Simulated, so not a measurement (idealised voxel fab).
Proc. module: voxel transistor to metal
Cross-section cut: width 170 nm, square cells of 5 nm.
When this document writes out a cross-section, it uses a grid of square cells and lists it as bands, beginning at the top and moving down, with a band standing for one or more rows of cells. Heads up on the band format: heights come first, top then bottom, in nm. After that it's the materials left to right, each with its width in nm. A single material flagged "full width" fills the whole band edge to edge, and "empty" means there's empty space there. Height reference: 0 = level under which incoming wafer is all one material. Lowest band: no bottom, runs on downward, e.g. "z 0 and below". The notation "30 to 40" denotes a width that varies across the rows of cells in the band, beginning at the first number in the top row, finishing at the second number in the bottom row, and changing by an identical amount from each row to the next. It should be understood that the words "remained unchanged", when stated for a given step, signify that the cross-section underwent no change in any of its cells during that step. Tabulated closed voids: empty space of 8 cells or more with no open way to the top, each as width x height at its distance from the left edge, in nm. Whatever follows a step's settings on its line is a remark the simulator itself makes about that step. overlay nm: mask offset rightward from planned place, masked step; negative means leftward offset. Each pair below shows a cross-section before one step and the cross-section after it, down to the lowest band that changed. The line under each pair gives the step between them, with its settings. The pairs can come from different runs of this module on the same starting wafer, so a pair continues from the pair above only where its "Prior to processing" says so.

-- Prior to processing
	z 20 to 0 | SiO2: 65, empty: 40, SiO2: 65
	z 0 to -10 | SiO2: 55, nSi: 10, empty: 40, nSi: 10, SiO2: 55
	z -10 to -20 | SiO2: 35, nSi: 30, Si: 40, nSi: 30, SiO2: 35
	z -20 to -35 | SiO2: 35, Si: 100, SiO2: 35
	z -35 and below | Si full width
	Tabulated closed voids: none

-- Cut View, Post-Step
	z 25 to 20 | HfO2: 70, empty: 30, HfO2: 70
	z 20 to 0 | SiO2: 65, HfO2: 5, empty: 30, HfO2: 5, SiO2: 65
	z 0 to -5 | SiO2: 55, nSi: 10, HfO2: 5, empty: 30, HfO2: 5, nSi: 10, SiO2: 55
	z -5 to -10 | SiO2: 55, nSi: 10, HfO2: 40, nSi: 10, SiO2: 55
	Under -10: no change, same as before.
	Tabulated closed voids: none
Relating the two cross-sections above, the step in between is op CONFORMAL_DEP | material HfO2 | thk nm 5

Prior to processing: The structure entering this step is exactly what the pair just above shows after its step.

-- Cut View, Post-Step
	z 30 to 25 | TiN: 75, empty: 20, TiN: 75
	z 25 to 20 | HfO2: 70, TiN: 5, empty: 20, TiN: 5, HfO2: 70
	z 20 to 0 | SiO2: 65, HfO2: 5, TiN: 5, empty: 20, TiN: 5, HfO2: 5, SiO2: 65
	z 0 to -5 | SiO2: 55, nSi: 10, HfO2: 5, TiN: 30, HfO2: 5, nSi: 10, SiO2: 55
	Under -5: no change, same as before.
	Tabulated closed voids: none
Relating the two cross-sections above, the step in between is op CONFORMAL_DEP | material TiN | thk nm 5

Prior to processing: The structure entering this step is exactly what the pair just above shows after its step.

-- Cut View, Post-Step
	z 40 to 30 | W full width
	z 30 to 25 | TiN: 75, W: 20, TiN: 75
	z 25 to 20 | HfO2: 70, TiN: 5, W: 20, TiN: 5, HfO2: 70
	z 20 to 0 | SiO2: 65, HfO2: 5, TiN: 5, W: 20, TiN: 5, HfO2: 5, SiO2: 65
	Under 0: no change, same as before.
	Tabulated closed voids: none
Relating the two cross-sections above, the step in between is op FILL_DEP | material W | thk nm 10

Prior to processing: The structure entering this step is exactly what the pair just above shows after its step.

-- Cut View, Post-Step
	z 20 to 0 | SiO2: 65, HfO2: 5, TiN: 5, W: 20, TiN: 5, HfO2: 5, SiO2: 65
	Under 0: no change, same as before.
	Tabulated closed voids: none
Relating the two cross-sections above, the step in between is op CMP | height nm 20

Prior to processing: The structure entering this step is exactly what the pair just above shows after its step.

-- Cut View, Post-Step
	z 35 to 20 | SiO2 full width
	Under 20: no change, same as before.
	Tabulated closed voids: none
Relating the two cross-sections above, the step in between is op DIRECTIONAL_DEP | material SiO2 | thk nm 15

Prior to processing: The structure entering this step is exactly what the pair just above shows after its step.

-- Cut View, Post-Step
	z 55 to 35 | resist: 40, empty: 15, resist: 60, empty: 15, resist: 40
	Under 35: no change, same as before.
	Tabulated closed voids: none
Relating the two cross-sections above, the step in between is op PATTERN | tone open | mask id CONTACT | material resist | width nm 15 | pitch nm 75 | thk nm 20 | overlay nm 0

Prior to processing: The structure entering this step is exactly what the pair just above shows after its step.

-- Cut View, Post-Step
	z 55 to 35 | resist: 40, empty: 15, resist: 60, empty: 15, resist: 40
	z 35 to 20 | SiO2: 40, empty: 15, SiO2: 60, empty: 15, SiO2: 40
	z 20 to 0 | SiO2: 40, empty: 15, SiO2: 10, HfO2: 5, TiN: 5, W: 20, TiN: 5, HfO2: 5, SiO2: 10, empty: 15, SiO2: 40
	z 0 to -5 | SiO2: 40, empty: 15, nSi: 10, HfO2: 5, TiN: 30, HfO2: 5, nSi: 10, empty: 15, SiO2: 40
	z -5 to -10 | SiO2: 40, empty: 15, nSi: 10, HfO2: 40, nSi: 10, empty: 15, SiO2: 40
	Under -10: no change, same as before.
	Tabulated closed voids: none
Relating the two cross-sections above, the step in between is op DIRECTIONAL_ETCH | etch materials SiO2 | depth nm 45

Prior to processing: The structure entering this step is exactly what the pair just above shows after its step.

-- Cut View, Post-Step
	z 35 to 20 | SiO2: 40, empty: 15, SiO2: 60, empty: 15, SiO2: 40
	Under 20: no change, same as before.
	Tabulated closed voids: none
Relating the two cross-sections above, the step in between is op STRIP | etch materials resist

Prior to processing: The structure entering this step is exactly what the pair just above shows after its step.

-- Cut View, Post-Step
	z 40 to 35 | TiN: 45, empty: 5, TiN: 70, empty: 5, TiN: 45
	z 35 to 20 | SiO2: 40, TiN: 5, empty: 5, TiN: 5, SiO2: 60, TiN: 5, empty: 5, TiN: 5, SiO2: 40
	z 20 to 0 | SiO2: 40, TiN: 5, empty: 5, TiN: 5, SiO2: 10, HfO2: 5, TiN: 5, W: 20, TiN: 5, HfO2: 5, SiO2: 10, TiN: 5, empty: 5, TiN: 5, SiO2: 40
	z 0 to -5 | SiO2: 40, TiN: 5, empty: 5, TiN: 5, nSi: 10, HfO2: 5, TiN: 30, HfO2: 5, nSi: 10, TiN: 5, empty: 5, TiN: 5, SiO2: 40
	z -5 to -10 | SiO2: 40, TiN: 15, nSi: 10, HfO2: 40, nSi: 10, TiN: 15, SiO2: 40
	Under -10: no change, same as before.
	Tabulated closed voids: none
Relating the two cross-sections above, the step in between is op CONFORMAL_DEP | material TiN | thk nm 5

Prior to processing: The structure entering this step is exactly what the pair just above shows after its step.

-- Cut View, Post-Step
	z 45 to 40 | W full width
	z 40 to 35 | TiN: 45, W: 5, TiN: 70, W: 5, TiN: 45
	z 35 to 20 | SiO2: 40, TiN: 5, W: 5, TiN: 5, SiO2: 60, TiN: 5, W: 5, TiN: 5, SiO2: 40
	z 20 to 0 | SiO2: 40, TiN: 5, W: 5, TiN: 5, SiO2: 10, HfO2: 5, TiN: 5, W: 20, TiN: 5, HfO2: 5, SiO2: 10, TiN: 5, W: 5, TiN: 5, SiO2: 40
	z 0 to -5 | SiO2: 40, TiN: 5, W: 5, TiN: 5, nSi: 10, HfO2: 5, TiN: 30, HfO2: 5, nSi: 10, TiN: 5, W: 5, TiN: 5, SiO2: 40
	Under -5: no change, same as before.
	Tabulated closed voids: none
Relating the two cross-sections above, the step in between is op FILL_DEP | material W | thk nm 5

Prior to processing: The structure entering this step is exactly what the pair just above shows after its step.

-- Cut View, Post-Step
	z 35 to 20 | SiO2: 40, TiN: 5, W: 5, TiN: 5, SiO2: 60, TiN: 5, W: 5, TiN: 5, SiO2: 40
	Under 20: no change, same as before.
	Tabulated closed voids: none
Relating the two cross-sections above, the step in between is op CMP | height nm 35

Prior to processing: The structure entering this step is exactly what the pair just above shows after its step.

-- Cut View, Post-Step
	z 40 to 35 | SiN full width
	Under 35: no change, same as before.
	Tabulated closed voids: none
Relating the two cross-sections above, the step in between is op CONFORMAL_DEP | material SiN | thk nm 5

Prior to processing: The structure entering this step is exactly what the pair just above shows after its step.

-- Cut View, Post-Step
	z 60 to 40 | lowk full width
	Under 40: no change, same as before.
	Tabulated closed voids: none
Relating the two cross-sections above, the step in between is op DIRECTIONAL_DEP | material lowk | thk nm 20

Prior to processing: The structure entering this step is exactly what the pair just above shows after its step.

-- Cut View, Post-Step
	z 60 to 40 | lowk: 40, empty: 15, lowk: 60, empty: 15, lowk: 40
	Under 40: no change, same as before.
	Tabulated closed voids: none
Relating the two cross-sections above, the step in between is op MASKED_ETCH | tone open | mask id METAL_1 | width nm 15 | pitch nm 75 | etch materials lowk | depth nm 20 | overlay nm 0

Prior to processing: The structure entering this step is exactly what the pair just above shows after its step.

-- Cut View, Post-Step
	z 60 to 40 | lowk: 40, empty: 15, lowk: 60, empty: 15, lowk: 40
	z 40 to 35 | SiN: 40, empty: 15, SiN: 60, empty: 15, SiN: 40
	Under 35: no change, same as before.
	Tabulated closed voids: none
Relating the two cross-sections above, the step in between is op MASKED_ETCH | tone open | mask id METAL_1 | width nm 15 | pitch nm 75 | etch materials SiN | depth nm 5 | overlay nm 0

Prior to processing: The structure entering this step is exactly what the pair just above shows after its step.

-- Cut View, Post-Step
	z 65 to 60 | TiN: 45, empty: 5, TiN: 70, empty: 5, TiN: 45
	z 60 to 40 | lowk: 40, TiN: 5, empty: 5, TiN: 5, lowk: 60, TiN: 5, empty: 5, TiN: 5, lowk: 40
	z 40 to 35 | SiN: 40, TiN: 15, SiN: 60, TiN: 15, SiN: 40
	Under 35: no change, same as before.
	Tabulated closed voids: none
Relating the two cross-sections above, the step in between is op CONFORMAL_DEP | material TiN | thk nm 5

Prior to processing: The structure entering this step is exactly what the pair just above shows after its step.

-- Cut View, Post-Step
	z 75 to 65 | Ru full width
	z 65 to 60 | TiN: 45, Ru: 5, TiN: 70, Ru: 5, TiN: 45
	z 60 to 40 | lowk: 40, TiN: 5, Ru: 5, TiN: 5, lowk: 60, TiN: 5, Ru: 5, TiN: 5, lowk: 40
	Under 40: no change, same as before.
	Tabulated closed voids: none
Relating the two cross-sections above, the step in between is op FILL_DEP | material Ru | thk nm 10

Prior to processing: The structure entering this step is exactly what the pair just above shows after its step.

-- Cut View, Post-Step
	z 60 to 40 | lowk: 40, TiN: 5, Ru: 5, TiN: 5, lowk: 60, TiN: 5, Ru: 5, TiN: 5, lowk: 40
	Under 40: no change, same as before.
	Tabulated closed voids: none
Relating the two cross-sections above, the step in between is op CMP | height nm 60

Prior to processing: The structure entering this step is exactly what the pair just above shows after its step.

-- Cut View, Post-Step
	z 65 to 60 | empty: 35, Ru: 25, empty: 50, Ru: 25, empty: 35
	Under 60: no change, same as before.
	Tabulated closed voids: none
Relating the two cross-sections above, the step in between is op EPI | material Ru | thk nm 5

Prior to processing: The structure entering this step is exactly what the pair just above shows after its step.

-- Cut View, Post-Step
	z 70 to 65 | SiCN full width
	z 65 to 60 | SiCN: 35, Ru: 25, SiCN: 50, Ru: 25, SiCN: 35
	Under 60: no change, same as before.
	Tabulated closed voids: none
Relating the two cross-sections above, the step in between is op FILL_DEP | material SiCN | thk nm 5

Prior to processing: The structure entering this step is exactly what the pair just above shows after its step.

-- Cut View, Post-Step
	z 95 to 70 | lowk full width
	Under 70: no change, same as before.
	Tabulated closed voids: none
Relating the two cross-sections above, the step in between is op DIRECTIONAL_DEP | material lowk | thk nm 25

Prior to processing: The structure entering this step is exactly what the pair just above shows after its step.

-- Cut View, Post-Step
	z 95 to 80 | lowk: 40, empty: 15, lowk: 60, empty: 15, lowk: 40
	Under 80: no change, same as before.
	Tabulated closed voids: none
Relating the two cross-sections above, the step in between is op MASKED_ETCH | tone open | mask id METAL_2 | width nm 15 | pitch nm 75 | etch materials lowk | depth nm 15 | overlay nm 0

Prior to processing: The structure entering this step is exactly what the pair just above shows after its step.

-- Cut View, Post-Step
	z 95 to 70 | lowk: 40, empty: 15, lowk: 60, empty: 15, lowk: 40
	Under 70: no change, same as before.
	Tabulated closed voids: none
Relating the two cross-sections above, the step in between is op MASKED_ETCH | tone open | mask id METAL_2_HOLES | width nm 15 | pitch nm 75 | etch materials lowk | depth nm 10 | overlay nm 0

Prior to processing: The structure entering this step is exactly what the pair just above shows after its step.

-- Cut View, Post-Step
	z 95 to 70 | lowk: 40, empty: 15, lowk: 60, empty: 15, lowk: 40
	z 70 to 65 | SiCN: 40, empty: 15, SiCN: 60, empty: 15, SiCN: 40
	Under 65: no change, same as before.
	Tabulated closed voids: none
Relating the two cross-sections above, the step in between is op MASKED_ETCH | tone open | mask id METAL_2_HOLES | width nm 15 | pitch nm 75 | etch materials SiCN | depth nm 5 | overlay nm 0

Prior to processing: The structure entering this step is exactly what the pair just above shows after its step.

-- Cut View, Post-Step
	z 100 to 95 | TiN: 45, empty: 5, TiN: 70, empty: 5, TiN: 45
	z 95 to 70 | lowk: 40, TiN: 5, empty: 5, TiN: 5, lowk: 60, TiN: 5, empty: 5, TiN: 5, lowk: 40
	z 70 to 65 | SiCN: 40, TiN: 15, SiCN: 60, TiN: 15, SiCN: 40
	Under 65: no change, same as before.
	Tabulated closed voids: none
Relating the two cross-sections above, the step in between is op CONFORMAL_DEP | material TiN | thk nm 5

Prior to processing: The structure entering this step is exactly what the pair just above shows after its step.

-- Cut View, Post-Step
	z 110 to 100 | Cu full width
	z 100 to 95 | TiN: 45, Cu: 5, TiN: 70, Cu: 5, TiN: 45
	z 95 to 70 | lowk: 40, TiN: 5, Cu: 5, TiN: 5, lowk: 60, TiN: 5, Cu: 5, TiN: 5, lowk: 40
	Under 70: no change, same as before.
	Tabulated closed voids: none
Relating the two cross-sections above, the step in between is op FILL_DEP | material Cu | thk nm 10

Prior to processing: The structure entering this step is exactly what the pair just above shows after its step.

-- Cut View, Post-Step
	z 95 to 70 | lowk: 40, TiN: 5, Cu: 5, TiN: 5, lowk: 60, TiN: 5, Cu: 5, TiN: 5, lowk: 40
	Under 70: no change, same as before.
	Tabulated closed voids: none
Relating the two cross-sections above, the step in between is op CMP | height nm 95

Prior to processing: The structure entering this step is exactly what the pair just above shows after its step.

-- Cut View, Post-Step
	z 100 to 95 | SiCN full width
	Under 95: no change, same as before.
	Tabulated closed voids: none
Relating the two cross-sections above, the step in between is op CONFORMAL_DEP | material SiCN | thk nm 5

-- Prior to processing
	z 10 to 0 | empty: 35, SiN: 100, empty: 35
	z 0 to -5 | empty: 35, SiO2: 100, empty: 35
	z -5 to -35 | empty: 35, Si: 100, empty: 35
	z -35 and below | Si full width
	Tabulated closed voids: none

-- Cut View, Post-Step
	z 10 to 0 | empty: 35, SiN: 100, empty: 35
	z 0 to -5 | empty: 35, SiO2: 100, empty: 35
	z -5 to -65 | empty: 35, Si: 100, empty: 35
	Under -65: no change, same as before.
	Tabulated closed voids: none
Relating the two cross-sections above, the step in between is op MASKED_ETCH | tone cover | mask id ACTIVE | width nm 100 | etch materials Si | depth nm 30 | overlay nm 0

Prior to processing: The structure entering this step is exactly what the pair just above shows after its step.

-- Cut View, Post-Step
	z 20 to 10 | SiO2 full width
	z 10 to 0 | SiO2: 35, SiN: 100, SiO2: 35
	z 0 to -5 | SiO2 full width
	z -5 to -65 | SiO2: 35, Si: 100, SiO2: 35
	Under -65: no change, same as before.
	Tabulated closed voids: none
Relating the two cross-sections above, the step in between is op FILL_DEP | material SiO2 | thk nm 10

Prior to processing: The structure entering this step is exactly what the pair just above shows after its step.

-- Cut View, Post-Step
	z 10 to 0 | SiO2: 35, SiN: 100, SiO2: 35
	Under 0: no change, same as before.
	Tabulated closed voids: none
Relating the two cross-sections above, the step in between is op CMP | height nm 10

Prior to processing: The structure entering this step is exactly what the pair just above shows after its step.

-- Cut View, Post-Step
	z 10 to 0 | empty: 35, SiN: 100, empty: 35
	Under 0: no change, same as before.
	Tabulated closed voids: none
Relating the two cross-sections above, the step in between is op SELECTIVE_ETCH | etch materials SiO2 | depth nm 10

Prior to processing: The structure entering this step is exactly what the pair just above shows after its step.

-- Cut View, Post-Step
	z 0 to -5 | SiO2 full width
	Under -5: no change, same as before.
	Tabulated closed voids: none
Relating the two cross-sections above, the step in between is op STRIP | etch materials SiN

Prior to processing: The structure entering this step is exactly what the pair just above shows after its step.

-- Cut View, Post-Step
	z -5 to -65 | SiO2: 35, Si: 100, SiO2: 35
	Under -65: no change, same as before.
	Tabulated closed voids: none
Relating the two cross-sections above, the step in between is op SELECTIVE_ETCH | etch materials SiO2 | depth nm 5

Prior to processing: The structure entering this step is exactly what the pair just above shows after its step.

-- Cut View, Post-Step
	z -5 to -10 | SiO2 full width
	Under -10: no change, same as before.
	Tabulated closed voids: none
Relating the two cross-sections above, the step in between is op OXIDIZE | depth nm 5

Prior to processing: The structure entering this step is exactly what the pair just above shows after its step.

-- Cut View, Post-Step
	z 25 to -5 | polySi full width
	Under -5: no change, same as before.
	Tabulated closed voids: none
Relating the two cross-sections above, the step in between is op DIRECTIONAL_DEP | material polySi | thk nm 30

Prior to processing: The structure entering this step is exactly what the pair just above shows after its step.

-- Cut View, Post-Step
	z 35 to 25 | SiCN full width
	Under 25: no change, same as before.
	Tabulated closed voids: none
Relating the two cross-sections above, the step in between is op DIRECTIONAL_DEP | material SiCN | thk nm 10

Prior to processing: The structure entering this step is exactly what the pair just above shows after its step.

-- Cut View, Post-Step
	z 50 to 35 | empty: 70, resist: 30, empty: 70
	Under 35: no change, same as before.
	Tabulated closed voids: none
Relating the two cross-sections above, the step in between is op PATTERN | tone cover | mask id GATE | material resist | width nm 30 | thk nm 15 | overlay nm 0

Prior to processing: The structure entering this step is exactly what the pair just above shows after its step.

-- Cut View, Post-Step
	z 50 to 35 | empty: 70, resist: 30, empty: 70
	z 35 to 25 | empty: 70, SiCN: 30, empty: 70
	Under 25: no change, same as before.
	Tabulated closed voids: none
Relating the two cross-sections above, the step in between is op DIRECTIONAL_ETCH | etch materials SiCN | depth nm 20

Prior to processing: The structure entering this step is exactly what the pair just above shows after its step.

-- Cut View, Post-Step
	z 50 to 35 | empty: 70, resist: 30, empty: 70
	z 35 to 25 | empty: 70, SiCN: 30, empty: 70
	z 25 to -5 | empty: 70, polySi: 30, empty: 70
	Under -5: no change, same as before.
	Tabulated closed voids: none
Relating the two cross-sections above, the step in between is op DIRECTIONAL_ETCH | etch materials polySi | depth nm 40

Prior to processing: The structure entering this step is exactly what the pair just above shows after its step.

-- Cut View, Post-Step
	z 35 to 25 | empty: 70, SiCN: 30, empty: 70
	Under 25: no change, same as before.
	Tabulated closed voids: none
Relating the two cross-sections above, the step in between is op STRIP | etch materials resist

Prior to processing: The structure entering this step is exactly what the pair just above shows after its step.

-- Cut View, Post-Step
	z 40 to 35 | empty: 65, SiO2: 40, empty: 65
	z 35 to 25 | empty: 65, SiO2: 5, SiCN: 30, SiO2: 5, empty: 65
	z 25 to 0 | empty: 65, SiO2: 5, polySi: 30, SiO2: 5, empty: 65
	z 0 to -5 | SiO2: 70, polySi: 30, SiO2: 70
	Under -5: no change, same as before.
	Tabulated closed voids: none
Relating the two cross-sections above, the step in between is op CONFORMAL_DEP | material SiO2 | thk nm 5

Prior to processing: The structure entering this step is exactly what the pair just above shows after its step.

-- Cut View, Post-Step
	z 35 to 25 | empty: 65, SiO2: 5, SiCN: 30, SiO2: 5, empty: 65
	z 25 to -5 | empty: 65, SiO2: 5, polySi: 30, SiO2: 5, empty: 65
	Under -5: no change, same as before.
	Tabulated closed voids: none
Relating the two cross-sections above, the step in between is op DIRECTIONAL_ETCH | etch materials SiO2 | depth nm 5

Prior to processing: The structure entering this step is exactly what the pair just above shows after its step.

-- Cut View, Post-Step
	z 45 to 35 | empty: 55, SiN: 60, empty: 55
	z 35 to 25 | empty: 55, SiN: 10, SiO2: 5, SiCN: 30, SiO2: 5, SiN: 10, empty: 55
	z 25 to 5 | empty: 55, SiN: 10, SiO2: 5, polySi: 30, SiO2: 5, SiN: 10, empty: 55
	z 5 to -5 | SiN: 65, SiO2: 5, polySi: 30, SiO2: 5, SiN: 65
	Under -5: no change, same as before.
	Tabulated closed voids: none
Relating the two cross-sections above, the step in between is op CONFORMAL_DEP | material SiN | thk nm 10

Prior to processing: The structure entering this step is exactly what the pair just above shows after its step.

-- Cut View, Post-Step
	z 35 to 25 | empty: 55, SiN: 10, SiO2: 5, SiCN: 30, SiO2: 5, SiN: 10, empty: 55
	z 25 to -5 | empty: 55, SiN: 10, SiO2: 5, polySi: 30, SiO2: 5, SiN: 10, empty: 55
	Under -5: no change, same as before.
	Tabulated closed voids: none
Relating the two cross-sections above, the step in between is op DIRECTIONAL_ETCH | etch materials SiN | depth nm 10

Prior to processing: The structure entering this step is exactly what the pair just above shows after its step.

-- Cut View, Post-Step
	z 35 to 30 | empty: 55, SiN: 10, empty: 5, SiCN: 30, empty: 5, SiN: 10, empty: 55
	z 30 to 25 | empty: 55, SiN: 10, SiO2: 5, SiCN: 30, SiO2: 5, SiN: 10, empty: 55
	z 25 to -5 | empty: 55, SiN: 10, SiO2: 5, polySi: 30, SiO2: 5, SiN: 10, empty: 55
	z -5 to -10 | empty: 55, SiO2: 60, empty: 55
	Under -10: no change, same as before.
	Tabulated closed voids: none
Relating the two cross-sections above, the step in between is op DIRECTIONAL_ETCH | etch materials SiO2 | depth nm 5

Prior to processing: The structure entering this step is exactly what the pair just above shows after its step.

-- Cut View, Post-Step
	z 35 to 30 | empty: 55, SiN: 10, empty: 5, SiCN: 30, empty: 5, SiN: 10, empty: 55
	z 30 to 25 | empty: 55, SiN: 10, SiO2: 5, SiCN: 30, SiO2: 5, SiN: 10, empty: 55
	z 25 to -5 | empty: 55, SiN: 10, SiO2: 5, polySi: 30, SiO2: 5, SiN: 10, empty: 55
	z -5 to -10 | empty: 55, SiO2: 60, empty: 55
	z -10 to -20 | SiO2: 35, empty: 20, Si: 60, empty: 20, SiO2: 35
	Under -20: no change, same as before.
	Tabulated closed voids: none
Relating the two cross-sections above, the step in between is op DIRECTIONAL_ETCH | etch materials Si | depth nm 10

Prior to processing: The structure entering this step is exactly what the pair just above shows after its step.

-- Cut View, Post-Step
	z 35 to 30 | empty: 55, SiN: 10, empty: 5, SiCN: 30, empty: 5, SiN: 10, empty: 55
	z 30 to 25 | empty: 55, SiN: 10, SiO2: 5, SiCN: 30, SiO2: 5, SiN: 10, empty: 55
	z 25 to 0 | empty: 55, SiN: 10, SiO2: 5, polySi: 30, SiO2: 5, SiN: 10, empty: 55
	z 0 to -5 | empty: 45, nSi: 10, SiN: 10, SiO2: 5, polySi: 30, SiO2: 5, SiN: 10, nSi: 10, empty: 45
	z -5 to -10 | empty: 45, nSi: 10, SiO2: 60, nSi: 10, empty: 45
	z -10 to -20 | SiO2: 35, nSi: 20, Si: 60, nSi: 20, SiO2: 35
	Under -20: no change, same as before.
	Tabulated closed voids: none
Relating the two cross-sections above, the step in between is op EPI | material nSi | thk nm 10

Prior to processing: The structure entering this step is exactly what the pair just above shows after its step.

-- Cut View, Post-Step
	z 45 to 35 | SiO2 full width
	z 35 to 25 | SiO2: 55, SiN: 10, SiO2: 5, SiCN: 30, SiO2: 5, SiN: 10, SiO2: 55
	z 25 to 0 | SiO2: 55, SiN: 10, SiO2: 5, polySi: 30, SiO2: 5, SiN: 10, SiO2: 55
	z 0 to -5 | SiO2: 45, nSi: 10, SiN: 10, SiO2: 5, polySi: 30, SiO2: 5, SiN: 10, nSi: 10, SiO2: 45
	z -5 to -10 | SiO2: 45, nSi: 10, SiO2: 60, nSi: 10, SiO2: 45
	Under -10: no change, same as before.
	Tabulated closed voids: none
Relating the two cross-sections above, the step in between is op FILL_DEP | material SiO2 | thk nm 10

Prior to processing: The structure entering this step is exactly what the pair just above shows after its step.

-- Cut View, Post-Step
	z 25 to 0 | SiO2: 55, SiN: 10, SiO2: 5, polySi: 30, SiO2: 5, SiN: 10, SiO2: 55
	Under 0: no change, same as before.
	Tabulated closed voids: none
Relating the two cross-sections above, the step in between is op CMP | height nm 25

Prior to processing: The structure entering this step is exactly what the pair just above shows after its step.

-- Cut View, Post-Step
	z 25 to 0 | SiO2: 55, SiN: 10, SiO2: 5, empty: 30, SiO2: 5, SiN: 10, SiO2: 55
	z 0 to -5 | SiO2: 45, nSi: 10, SiN: 10, SiO2: 5, empty: 30, SiO2: 5, SiN: 10, nSi: 10, SiO2: 45
	Under -5: no change, same as before.
	Tabulated closed voids: none
Relating the two cross-sections above, the step in between is op STRIP | etch materials polySi

Prior to processing: The structure entering this step is exactly what the pair just above shows after its step.

-- Cut View, Post-Step
	z 25 to 20 | empty: 55, SiN: 10, empty: 40, SiN: 10, empty: 55
	z 20 to 0 | SiO2: 55, SiN: 10, empty: 40, SiN: 10, SiO2: 55
	z 0 to -5 | SiO2: 45, nSi: 10, SiN: 10, empty: 40, SiN: 10, nSi: 10, SiO2: 45
	z -5 to -10 | SiO2: 45, nSi: 10, SiO2: 10, empty: 40, SiO2: 10, nSi: 10, SiO2: 45
	Under -10: no change, same as before.
	Tabulated closed voids: none
Relating the two cross-sections above, the step in between is op SELECTIVE_ETCH | etch materials SiO2 | depth nm 5

Prior to processing: The structure entering this step is exactly what the pair just above shows after its step.

-- Cut View, Post-Step
	z 30 to 25 | empty: 50, HfO2: 20, empty: 30, HfO2: 20, empty: 50
	z 25 to 20 | HfO2: 55, SiN: 10, HfO2: 5, empty: 30, HfO2: 5, SiN: 10, HfO2: 55
	z 20 to 0 | SiO2: 55, SiN: 10, HfO2: 5, empty: 30, HfO2: 5, SiN: 10, SiO2: 55
	z 0 to -5 | SiO2: 45, nSi: 10, SiN: 10, HfO2: 5, empty: 30, HfO2: 5, SiN: 10, nSi: 10, SiO2: 45
	z -5 to -10 | SiO2: 45, nSi: 10, SiO2: 10, HfO2: 40, SiO2: 10, nSi: 10, SiO2: 45
	Under -10: no change, same as before.
	Tabulated closed voids: none
Relating the two cross-sections above, the step in between is op CONFORMAL_DEP | material HfO2 | thk nm 5

Prior to processing: The structure entering this step is exactly what the pair just above shows after its step.

-- Cut View, Post-Step
	z 35 to 30 | empty: 45, TiN: 30, empty: 20, TiN: 30, empty: 45
	z 30 to 25 | TiN: 50, HfO2: 20, TiN: 5, empty: 20, TiN: 5, HfO2: 20, TiN: 50
	z 25 to 20 | HfO2: 55, SiN: 10, HfO2: 5, TiN: 5, empty: 20, TiN: 5, HfO2: 5, SiN: 10, HfO2: 55
	z 20 to 0 | SiO2: 55, SiN: 10, HfO2: 5, TiN: 5, empty: 20, TiN: 5, HfO2: 5, SiN: 10, SiO2: 55
	z 0 to -5 | SiO2: 45, nSi: 10, SiN: 10, HfO2: 5, TiN: 30, HfO2: 5, SiN: 10, nSi: 10, SiO2: 45
	Under -5: no change, same as before.
	Tabulated closed voids: none
Relating the two cross-sections above, the step in between is op CONFORMAL_DEP | material TiN | thk nm 5

Prior to processing: The structure entering this step is exactly what the pair just above shows after its step.

-- Cut View, Post-Step
	z 45 to 35 | W full width
	z 35 to 30 | W: 45, TiN: 30, W: 20, TiN: 30, W: 45
	z 30 to 25 | TiN: 50, HfO2: 20, TiN: 5, W: 20, TiN: 5, HfO2: 20, TiN: 50
	z 25 to 20 | HfO2: 55, SiN: 10, HfO2: 5, TiN: 5, W: 20, TiN: 5, HfO2: 5, SiN: 10, HfO2: 55
	z 20 to 0 | SiO2: 55, SiN: 10, HfO2: 5, TiN: 5, W: 20, TiN: 5, HfO2: 5, SiN: 10, SiO2: 55
	Under 0: no change, same as before.
	Tabulated closed voids: none
Relating the two cross-sections above, the step in between is op FILL_DEP | material W | thk nm 10

Prior to processing: The structure entering this step is exactly what the pair just above shows after its step.

-- Cut View, Post-Step
	z 20 to 0 | SiO2: 55, SiN: 10, HfO2: 5, TiN: 5, W: 20, TiN: 5, HfO2: 5, SiN: 10, SiO2: 55
	Under 0: no change, same as before.
	Tabulated closed voids: none
Relating the two cross-sections above, the step in between is op CMP | height nm 20

Prior to processing: The structure entering this step is exactly what the pair just above shows after its step.

-- Cut View, Post-Step
	z 35 to 20 | SiO2 full width
	Under 20: no change, same as before.
	Tabulated closed voids: none
Relating the two cross-sections above, the step in between is op DIRECTIONAL_DEP | material SiO2 | thk nm 15

Prior to processing: The structure entering this step is exactly what the pair just above shows after its step.

-- Cut View, Post-Step
	z 55 to 35 | resist: 40, empty: 15, resist: 60, empty: 15, resist: 40
	Under 35: no change, same as before.
	Tabulated closed voids: none
Relating the two cross-sections above, the step in between is op PATTERN | tone open | mask id CONTACT | material resist | width nm 15 | pitch nm 75 | thk nm 20 | overlay nm 0

Prior to processing: The structure entering this step is exactly what the pair just above shows after its step.

-- Cut View, Post-Step
	z 55 to 35 | resist: 40, empty: 15, resist: 60, empty: 15, resist: 40
	z 35 to 20 | SiO2: 40, empty: 15, SiO2: 60, empty: 15, SiO2: 40
	z 20 to 0 | SiO2: 40, empty: 15, SiN: 10, HfO2: 5, TiN: 5, W: 20, TiN: 5, HfO2: 5, SiN: 10, empty: 15, SiO2: 40
	z 0 to -5 | SiO2: 40, empty: 5, nSi: 10, SiN: 10, HfO2: 5, TiN: 30, HfO2: 5, SiN: 10, nSi: 10, empty: 5, SiO2: 40
	z -5 to -10 | SiO2: 40, empty: 5, nSi: 10, SiO2: 10, HfO2: 40, SiO2: 10, nSi: 10, empty: 5, SiO2: 40
	Under -10: no change, same as before.
	Tabulated closed voids: none
Relating the two cross-sections above, the step in between is op DIRECTIONAL_ETCH | etch materials SiO2 | depth nm 45

Prior to processing: The structure entering this step is exactly what the pair just above shows after its step.

-- Cut View, Post-Step
	z 35 to 20 | SiO2: 40, empty: 15, SiO2: 60, empty: 15, SiO2: 40
	Under 20: no change, same as before.
	Tabulated closed voids: none
Relating the two cross-sections above, the step in between is op STRIP | etch materials resist
